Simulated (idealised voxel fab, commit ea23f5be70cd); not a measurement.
Proc. module: voxel gate over fins
We display cut, a cross-section 165 nm in width whose square cells are each 5 nm.
For the purposes of this document, a cross-section shall be understood as a grid of square cells, specified as bands listed in top-to-bottom order, each band consisting of one or more rows of cells.
Per band: top height and bottom height in nm, followed by the left-to-right materials and their widths in nm; "everywhere" marks a single material spanning edge to edge, "blank" marks empty space.
Height 0 is the level under which the wafer as received is all one material. The lowest band goes on downwards, as in "top 0, no bottom".
A width given as "30->40" starts at the first number in the band's top row and ends at the second number in its bottom row, shifting by an equal amount at every step from row to row.
Take "identical to before" at face value: in the step it is given for, the cross-section changed in none of its cells.
"Closed-off voids" means: voids of 8 cells or more that are shut off from the top with no open way through. Written width x height at distance, distance from the left edge, in nm.
Read whatever lies past the settings on a step's line as the simulator's own remark about the step.
A step's line can hold "overlay nm"; with a mask on that step, the setting says how far right of the planned place the mask lay, while a negative setting says it lay to the left.

Process steps (planned):
| 1 | RECEIVE [material Si] |
| 2 | CONFORMAL_DEP [material SiN] [thk nm 10] |
| 3 | PATTERN [tone cover] [mask id FINS] [material resist] [width nm 15] [pitch nm 60] [thk nm 20] [overlay nm 0] |
| 4 | DIRECTIONAL_ETCH [etch materials SiN] [depth nm 10] |
| 5 | DIRECTIONAL_ETCH [etch materials Si] [depth nm 30] |
| 6 | STRIP [etch materials resist] |
| 7 | FILL_DEP [material SiO2] [thk nm 10] |
| 8 | CMP [height nm 10] |
| 9 | DIRECTIONAL_DEP [material aC] [thk nm 15] |
| 10 | PATTERN [tone open] [mask id RAIL] [material resist] [width nm 15] [thk nm 30] [overlay nm 0] |
| 11 | DIRECTIONAL_ETCH [etch materials aC] [depth nm 15] |
| 12 | STRIP [etch materials resist] |
| 13 | DIRECTIONAL_ETCH [etch materials SiO2] [depth nm 35] |
| 14 | STRIP [etch materials aC] |
| 15 | CONFORMAL_DEP [material TiN] [thk nm 5] |
| 16 | FILL_DEP [material Ru] [thk nm 10] |
| 17 | CMP [height nm 10] |
| 18 | SELECTIVE_ETCH [etch materials W Ru TiN] [depth nm 30] |
| 19 | FILL_DEP [material SiO2] [thk nm 5] |
| 20 | CMP [height nm 10] |
| 21 | SELECTIVE_ETCH [etch materials SiO2] [depth nm 20] |
| 22 | STRIP [etch materials SiN] |
| 23 | CONFORMAL_DEP [material HfO2] [thk nm 5] |
| 24 | CONFORMAL_DEP [material TiN] [thk nm 5] |
| 25 | FILL_DEP [material W] [thk nm 10] |
| 26 | CMP [height nm 15] |
| 27 | CONFORMAL_DEP [material SiCN] [thk nm 5] |

Incoming wafer in cross-section (state: after step 1):
- top 0, no bottom = Si everywhere
- Closed-off voids: none

First of two wafers at the end of the module, shown in cross-section; run carried out as planned:
- top 20, bottom 15 = SiCN everywhere
- top 15, bottom 10 = W everywhere
- top 10, bottom 5 = 35 of W, 35 of TiN, 25 of W, 35 of TiN, 35 of W
- top 5, bottom 0 = 35 of W, 5 of TiN, 25 of HfO2, 5 of TiN, 25 of W, 5 of TiN, 25 of HfO2, 5 of TiN, 35 of W
- top 0, bottom -5 = 40 of TiN, 5 of HfO2, 15 of Si, 5 of HfO2, 35 of TiN, 5 of HfO2, 15 of Si, 5 of HfO2, 40 of TiN
- top -5, bottom -10 = 45 of HfO2, 15 of Si, 45 of HfO2, 15 of Si, 45 of HfO2
- top -10, bottom -20 = 45 of SiO2, 15 of Si, 45 of SiO2, 15 of Si, 45 of SiO2
- top -20, bottom -25 = 45 of SiO2, 15 of Si, 15 of SiO2, 15 of TiN, 15 of SiO2, 15 of Si, 45 of SiO2
- top -25, bottom -30 = 45 of SiO2, 15 of Si, 45 of SiO2, 15 of Si, 45 of SiO2
- top -30, no bottom = Si everywhere
- Closed-off voids: none

Presented here is a cross-section of the second of the two wafers as it stood at the end of the module. It was started in the same manner and assigned the same plan as the first wafer; however, one mistake was made in its execution:
- top 20, bottom 15 = SiCN everywhere
- top 15, bottom 10 = W everywhere
- top 10, bottom 5 = 40 of W, 35 of TiN, 25 of W, 35 of TiN, 30 of W
- top 5, bottom 0 = 40 of W, 5 of TiN, 25 of HfO2, 5 of TiN, 25 of W, 5 of TiN, 25 of HfO2, 5 of TiN, 30 of W
- top 0, bottom -5 = 45 of TiN, 5 of HfO2, 15 of Si, 5 of HfO2, 35 of TiN, 5 of HfO2, 15 of Si, 5 of HfO2, 35 of TiN
- top -5, bottom -10 = 50 of HfO2, 15 of Si, 45 of HfO2, 15 of Si, 40 of HfO2
- top -10, bottom -20 = 50 of SiO2, 15 of Si, 45 of SiO2, 15 of Si, 40 of SiO2
- top -20, bottom -25 = 50 of SiO2, 15 of Si, 10 of SiO2, 15 of TiN, 20 of SiO2, 15 of Si, 40 of SiO2
- top -25, bottom -30 = 50 of SiO2, 15 of Si, 45 of SiO2, 15 of Si, 40 of SiO2
- top -30, no bottom = Si everywhere
- Closed-off voids: none
Processing error: not per plan at step 3, really ran PATTERN [tone cover] [mask id FINS] [material resist] [width nm 15] [pitch nm 60] [thk nm 20] [overlay nm 5]
At the close, every material occupies the same number of cells on the second wafer as on the first, only in different positions.
